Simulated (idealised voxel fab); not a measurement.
Process module in this document: voxel ribs on slabs
This is section cut - it's 270 nm across, gridded in 5 nm square cells.
Cross-section, as written here: a square-cell grid given band by band from the top down, where a band holds one or more rows of cells. Basically the band line says how high the top is and how high the bottom is, in nm, and then what's in it from left to right, every material with its width in nm. Empty space shows up as "blank", and if a single material carries "full width" it runs the full band edge to edge. Height is counted from the level 0, under which the received wafer is composed throughout of one material. The lowest of the bands is not closed at the bottom but continues downward, in the notation "from 0 down". The two numbers in a width such as "30->40" mark its ends across the band: the first belongs to the top row of cells, the second to the bottom row, and from each row to the next the width moves by the same amount. The cross-section has no changed cell in any step marked "nothing changed". "Closed internal cavities" means: voids of 8 cells or more that are shut off from the top with no open way through. Written width x height at distance, distance from the left edge, in nm. What comes after the settings on a step's line is commentary from the simulator itself on that step. A step's line can hold "overlay nm"; with a mask on that step, the setting says how far right of the planned place the mask lay, while a negative setting says it lay to the left.

This section lists the process steps that were planned
step 1: RECEIVE | material Si
step 2: DIRECTIONAL_DEP | material SiO2 | thk nm 20
step 3: DIRECTIONAL_DEP | material polySi | thk nm 15
step 4: MASKED_ETCH | tone cover | mask id RIB | width nm 30 | etch materials polySi | depth nm 5 | overlay nm 0
step 5: PATTERN | tone cover | mask id SLAB | material resist | width nm 60 | thk nm 15 | overlay nm 0
step 6: DIRECTIONAL_ETCH | etch materials polySi | depth nm 10
step 7: STRIP | etch materials resist
step 8: FILL_DEP | material SiO2 | thk nm 20
step 9: CMP | height nm 50
step 10: DIRECTIONAL_DEP | material W | thk nm 5
step 11: DIRECTIONAL_DEP | material aC | thk nm 10
step 12: PATTERN | tone cover | mask id HEATER | material resist | width nm 40 | thk nm 25 | overlay nm 0
step 13: DIRECTIONAL_ETCH | etch materials aC | depth nm 10
step 14: STRIP | etch materials resist
step 15: DIRECTIONAL_ETCH | etch materials W | depth nm 5
step 16: STRIP | etch materials aC
step 17: CONFORMAL_DEP | material SiO2 | thk nm 5

Wafer at receipt (post step 1), cross-section
    from 0 down | Si full width
    Closed internal cavities: none

End-of-module cross-section. Starting structure and process plan as above; one mistake made in running it
    from 60 to 55 | blank (110); SiO2 (50); blank (110)
    from 55 to 50 | SiO2 (115); W (40); SiO2 (115)
    from 50 to 40 | SiO2 full width
    from 40 to 35 | SiO2 (120); polySi (30); SiO2 (120)
    from 35 to 25 | SiO2 (105); polySi (60); SiO2 (105)
    from 25 to 0 | SiO2 full width
    from 0 down | Si full width
    Closed internal cavities: none
The plan and the run diverged here: step 2 was not run as planned; what actually ran was DIRECTIONAL_DEP | material SiO2 | thk nm 25
